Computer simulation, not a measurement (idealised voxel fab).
process module | voxel self aligned contacts
cross-section cut | 210 nm wide | cells 5 nm
A cross-section is a grid of square cells, given in bands from the top down. A band is one or more rows of cells.
Each band's line starts with the height of the band's top and of its bottom, in nm. Then come its materials from left to right, each with its width in nm. One material with "throughout" fills the band from edge to edge. "air" is empty space.
Height 0 is the level under which the wafer as received is all one material. The lowest band goes on downwards, as in "0 down".
A width such as "30 to 40" changes by the same amount from each row of cells to the next, from the band's top row to its bottom row.
"no change" after a step means that no cell of the cross-section changed.
closed voids: empty space of 8 cells or more with no open way to the top, each as width x height at its distance from the left edge, in nm
after a step's settings: what the simulator itself notes on the step
overlay nm, on a step with a mask: how far to the right of its planned place the mask lay; to the left if negative
plan
1 op RECEIVE | material Si
2 op OXIDIZE | depth nm 5
3 op DIRECTIONAL_DEP | material polySi | thk nm 20
4 op DIRECTIONAL_DEP | material SiN | thk nm 15
5 op MASKED_ETCH | tone cover | mask id GATE | width nm 35 | pitch nm 65 | etch materials SiN | depth nm 15 | overlay nm 0
6 op MASKED_ETCH | tone cover | mask id GATE | width nm 35 | pitch nm 65 | etch materials polySi | depth nm 20 | overlay nm 0
7 op CONFORMAL_DEP | material SiN | thk nm 5
8 op DIRECTIONAL_ETCH | etch materials SiN | depth nm 5
9 op FILL_DEP | material SiO2 | thk nm 10
10 op CMP | height nm 40
11 op MASKED_ETCH | tone open | mask id CONTACT | width nm 50 | etch materials SiO2 | depth nm 45 | overlay nm 0
12 op CONFORMAL_DEP | material TiN | thk nm 5
13 op FILL_DEP | material W | thk nm 10
14 op CMP | height nm 40
15 op CONFORMAL_DEP | material SiN | thk nm 5
as received, after step 1
  0 down: Si throughout
  closed voids: none
first wafer at the end, as planned
  45 to 40: SiN throughout
  40 to 35: SiO2 80 | TiN 20 | W 10 | TiN 20 | SiO2 80
  35 to 20: SiO2 50 | SiN 45 | TiN 5 | W 10 | TiN 5 | SiN 45 | SiO2 50
  20 to 0: SiO2 50 | SiN 5 | polySi 35 | SiN 5 | TiN 5 | W 10 | TiN 5 | SiN 5 | polySi 35 | SiN 5 | SiO2 50
  0 to -5: SiO2 95 | TiN 20 | SiO2 95
  -5 down: Si throughout
  closed voids: none
second wafer at the end: like start, like plan, one mistake
  45 to 40: SiN throughout
  40 to 35: SiO2 85 | TiN 15 | W 10 | TiN 20 | SiO2 80
  35 to 20: SiO2 50 | SiN 45 | TiN 5 | W 10 | TiN 5 | SiN 45 | SiO2 50
  20 to 0: SiO2 50 | SiN 5 | polySi 35 | SiN 5 | TiN 5 | W 10 | TiN 5 | SiN 5 | polySi 35 | SiN 5 | SiO2 50
  0 to -5: SiO2 95 | TiN 20 | SiO2 95
  -5 down: Si throughout
  closed voids: none
what went wrong: step 11 ran as: op MASKED_ETCH | tone open | mask id CONTACT | width nm 45 | etch materials SiO2 | depth nm 45 | overlay nm 0
at the end the second wafer has, in cells: 1 more of SiO2 | 1 fewer of TiN
